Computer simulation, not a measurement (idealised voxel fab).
process module | voxel self aligned vias
cross-section cut | 295 nm wide | cells 5 nm
A cross-section is a grid of square cells, given in bands from the top down. A band is one or more rows of cells.
Each band's line starts with the height of the band's top and of its bottom, in nm. Then come its materials from left to right, each with its width in nm. One material with "throughout" fills the band from edge to edge. "air" is empty space.
Height 0 is the level under which the wafer as received is all one material. The lowest band goes on downwards, as in "0 down".
A width such as "30 to 40" changes by the same amount from each row of cells to the next, from the band's top row to its bottom row.
"no change" after a step means that no cell of the cross-section changed.
closed voids: empty space of 8 cells or more with no open way to the top, each as width x height at its distance from the left edge, in nm
after a step's settings: what the simulator itself notes on the step
overlay nm, on a step with a mask: how far to the right of its planned place the mask lay; to the left if negative
plan
1 op RECEIVE | material Si
2 op CONFORMAL_DEP | material SiO2 | thk nm 15
3 op CONFORMAL_DEP | material SiCN | thk nm 5
4 op DIRECTIONAL_DEP | material lowk | thk nm 25
5 op DIRECTIONAL_DEP | material aC | thk nm 15
6 op PATTERN | tone open | mask id LINES | material resist | width nm 25 | pitch nm 60 | thk nm 30 | overlay nm 0
7 op DIRECTIONAL_ETCH | etch materials aC | depth nm 15
8 op STRIP | etch materials resist
9 op DIRECTIONAL_ETCH | etch materials lowk | depth nm 25
10 op STRIP | etch materials aC
11 op CONFORMAL_DEP | material TiN | thk nm 5
12 op FILL_DEP | material Ru | thk nm 10
13 op CMP | height nm 45
14 op SELECTIVE_ETCH | etch materials W Ru TiN | depth nm 5
15 op FILL_DEP | material SiN | thk nm 5
16 op CMP | height nm 45
17 op DIRECTIONAL_DEP | material lowk | thk nm 15
18 op PATTERN | tone open | mask id VIAS | material resist | width nm 45 | pitch nm 60 | thk nm 15 | overlay nm 0
19 op DIRECTIONAL_ETCH | etch materials lowk | depth nm 15
20 op DIRECTIONAL_ETCH | etch materials SiN | depth nm 5
21 op STRIP | etch materials resist
22 op CONFORMAL_DEP | material TiN | thk nm 5
23 op FILL_DEP | material Ru | thk nm 10
24 op CMP | height nm 60
25 op CONFORMAL_DEP | material SiN | thk nm 5
as received, after step 1
  0 down: Si throughout
  closed voids: none
first wafer at the end, as planned
  65 to 60: SiN throughout
  60 to 50: lowk 65 | TiN 5 | Ru 35 | TiN 5 | lowk 15 | TiN 5 | Ru 35 | TiN 5 | lowk 15 | TiN 5 | Ru 35 | TiN 5 | lowk 65
  50 to 45: lowk 65 | TiN 15 | Ru 15 | TiN 15 | lowk 15 | TiN 15 | Ru 15 | TiN 15 | lowk 15 | TiN 15 | Ru 15 | TiN 15 | lowk 65
  45 to 40: lowk 75 | TiN 25 | lowk 35 | TiN 25 | lowk 35 | TiN 25 | lowk 75
  40 to 25: lowk 75 | TiN 5 | Ru 15 | TiN 5 | lowk 35 | TiN 5 | Ru 15 | TiN 5 | lowk 35 | TiN 5 | Ru 15 | TiN 5 | lowk 75
  25 to 20: lowk 75 | TiN 25 | lowk 35 | TiN 25 | lowk 35 | TiN 25 | lowk 75
  20 to 15: SiCN throughout
  15 to 0: SiO2 throughout
  0 down: Si throughout
  closed voids: none
second wafer at the end: like start, like plan, one mistake
  65 to 60: SiN throughout
  60 to 50: lowk 65 | TiN 5 | Ru 35 | TiN 5 | lowk 15 | TiN 5 | Ru 35 | TiN 5 | lowk 15 | TiN 5 | Ru 35 | TiN 5 | lowk 65
  50 to 45: lowk 65 | TiN 45 | lowk 15 | TiN 45 | lowk 15 | TiN 45 | lowk 65
  45 to 40: SiCN throughout
  40 to 15: lowk throughout
  15 to 0: SiO2 throughout
  0 down: Si throughout
  closed voids: none
what went wrong: steps 3 and 4 were swapped
at the end the second wafer has, in cells: 36 fewer of Ru | 39 fewer of TiN | 75 more of lowk
